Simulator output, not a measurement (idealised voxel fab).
process module | voxel trench capacitor
cross-section cut | 220 nm wide | cells 5 nm
A cross-section is a grid of square cells, given in bands from the top down. A band is one or more rows of cells.
Each band's line starts with the height of the band's top and of its bottom, in nm. Then come its materials from left to right, each with its width in nm. One material with "throughout" fills the band from edge to edge. "air" is empty space.
Height 0 is the level under which the wafer as received is all one material. The lowest band goes on downwards, as in "0 down".
A width such as "30 to 40" changes by the same amount from each row of cells to the next, from the band's top row to its bottom row.
"no change" after a step means that no cell of the cross-section changed.
closed voids: empty space of 8 cells or more with no open way to the top, each as width x height at its distance from the left edge, in nm
after a step's settings: what the simulator itself notes on the step
overlay nm, on a step with a mask: how far to the right of its planned place the mask lay; to the left if negative
plan
1 op RECEIVE | material Si
2 op CONFORMAL_DEP | material SiN | thk nm 5
3 op DIRECTIONAL_DEP | material aC | thk nm 10
4 op PATTERN | tone open | mask id TRENCH | material resist | width nm 25 | pitch nm 40 | thk nm 25 | overlay nm 0
5 op DIRECTIONAL_ETCH | etch materials aC | depth nm 10
6 op STRIP | etch materials resist
7 op DIRECTIONAL_ETCH | etch materials SiN | depth nm 5
8 op DIRECTIONAL_ETCH | etch materials Si | depth nm 25
9 op STRIP | etch materials aC
10 op CONFORMAL_DEP | material SiO2 | thk nm 5
11 op FILL_DEP | material polySi | thk nm 5
12 op CMP | height nm 5
first wafer, as planned
as received, after step 1
  0 down: Si throughout
  closed voids: none
after step 2
  5 to 0: SiN throughout
  below 0: unchanged
after step 3
  15 to 5: aC throughout
  below 5: unchanged
after step 4
  40 to 15: resist 35 | air 25 | resist 15 | air 25 | resist 15 | air 25 | resist 15 | air 25 | resist 40
  below 15: unchanged
after step 5
  30 to 15: resist 35 | air 25 | resist 15 | air 25 | resist 15 | air 25 | resist 15 | air 25 | resist 40
  15 to 5: aC 35 | air 25 | aC 15 | air 25 | aC 15 | air 25 | aC 15 | air 25 | aC 40
  below 5: unchanged
after step 6
  15 to 5: aC 35 | air 25 | aC 15 | air 25 | aC 15 | air 25 | aC 15 | air 25 | aC 40
  below 5: unchanged
after step 7
  15 to 5: aC 35 | air 25 | aC 15 | air 25 | aC 15 | air 25 | aC 15 | air 25 | aC 40
  5 to 0: SiN 35 | air 25 | SiN 15 | air 25 | SiN 15 | air 25 | SiN 15 | air 25 | SiN 40
  below 0: unchanged
after step 8
  15 to 5: aC 35 | air 25 | aC 15 | air 25 | aC 15 | air 25 | aC 15 | air 25 | aC 40
  5 to 0: SiN 35 | air 25 | SiN 15 | air 25 | SiN 15 | air 25 | SiN 15 | air 25 | SiN 40
  0 to -25: Si 35 | air 25 | Si 15 | air 25 | Si 15 | air 25 | Si 15 | air 25 | Si 40
  below -25: unchanged
after step 9
  5 to 0: SiN 35 | air 25 | SiN 15 | air 25 | SiN 15 | air 25 | SiN 15 | air 25 | SiN 40
  below 0: unchanged
after step 10
  10 to 5: SiO2 40 | air 15 | SiO2 25 | air 15 | SiO2 25 | air 15 | SiO2 25 | air 15 | SiO2 45
  5 to 0: SiN 35 | SiO2 5 | air 15 | SiO2 5 | SiN 15 | SiO2 5 | air 15 | SiO2 5 | SiN 15 | SiO2 5 | air 15 | SiO2 5 | SiN 15 | SiO2 5 | air 15 | SiO2 5 | SiN 40
  0 to -20: Si 35 | SiO2 5 | air 15 | SiO2 5 | Si 15 | SiO2 5 | air 15 | SiO2 5 | Si 15 | SiO2 5 | air 15 | SiO2 5 | Si 15 | SiO2 5 | air 15 | SiO2 5 | Si 40
  -20 to -25: Si 35 | SiO2 25 | Si 15 | SiO2 25 | Si 15 | SiO2 25 | Si 15 | SiO2 25 | Si 40
  below -25: unchanged
after step 11
  15 to 10: polySi throughout
  10 to 5: SiO2 40 | polySi 15 | SiO2 25 | polySi 15 | SiO2 25 | polySi 15 | SiO2 25 | polySi 15 | SiO2 45
  5 to 0: SiN 35 | SiO2 5 | polySi 15 | SiO2 5 | SiN 15 | SiO2 5 | polySi 15 | SiO2 5 | SiN 15 | SiO2 5 | polySi 15 | SiO2 5 | SiN 15 | SiO2 5 | polySi 15 | SiO2 5 | SiN 40
  0 to -20: Si 35 | SiO2 5 | polySi 15 | SiO2 5 | Si 15 | SiO2 5 | polySi 15 | SiO2 5 | Si 15 | SiO2 5 | polySi 15 | SiO2 5 | Si 15 | SiO2 5 | polySi 15 | SiO2 5 | Si 40
  below -20: unchanged
after step 12
  5 to 0: SiN 35 | SiO2 5 | polySi 15 | SiO2 5 | SiN 15 | SiO2 5 | polySi 15 | SiO2 5 | SiN 15 | SiO2 5 | polySi 15 | SiO2 5 | SiN 15 | SiO2 5 | polySi 15 | SiO2 5 | SiN 40
  below 0: unchanged
second wafer: like start, like plan, one mistake. Through step 9 it matches the first wafer
when step 10 should have ended
  10 to 5: aC 40 | air 15 | aC 25 | air 15 | aC 25 | air 15 | aC 25 | air 15 | aC 45
  5 to 0: SiN 35 | aC 5 | air 15 | aC 5 | SiN 15 | aC 5 | air 15 | aC 5 | SiN 15 | aC 5 | air 15 | aC 5 | SiN 15 | aC 5 | air 15 | aC 5 | SiN 40
  0 to -20: Si 35 | aC 5 | air 15 | aC 5 | Si 15 | aC 5 | air 15 | aC 5 | Si 15 | aC 5 | air 15 | aC 5 | Si 15 | aC 5 | air 15 | aC 5 | Si 40
  -20 to -25: Si 35 | aC 25 | Si 15 | aC 25 | Si 15 | aC 25 | Si 15 | aC 25 | Si 40
  below -25: unchanged
when step 11 should have ended
  15 to 10: polySi throughout
  10 to 5: aC 40 | polySi 15 | aC 25 | polySi 15 | aC 25 | polySi 15 | aC 25 | polySi 15 | aC 45
  5 to 0: SiN 35 | aC 5 | polySi 15 | aC 5 | SiN 15 | aC 5 | polySi 15 | aC 5 | SiN 15 | aC 5 | polySi 15 | aC 5 | SiN 15 | aC 5 | polySi 15 | aC 5 | SiN 40
  0 to -20: Si 35 | aC 5 | polySi 15 | aC 5 | Si 15 | aC 5 | polySi 15 | aC 5 | Si 15 | aC 5 | polySi 15 | aC 5 | Si 15 | aC 5 | polySi 15 | aC 5 | Si 40
  below -20: unchanged
when step 12 should have ended
  5 to 0: SiN 35 | aC 5 | polySi 15 | aC 5 | SiN 15 | aC 5 | polySi 15 | aC 5 | SiN 15 | aC 5 | polySi 15 | aC 5 | SiN 15 | aC 5 | polySi 15 | aC 5 | SiN 40
  below 0: unchanged
what went wrong: step 10 ran as: op CONFORMAL_DEP | material aC | thk nm 5
at the end the second wafer has, in cells: 60 fewer of SiO2 | 60 more of aC
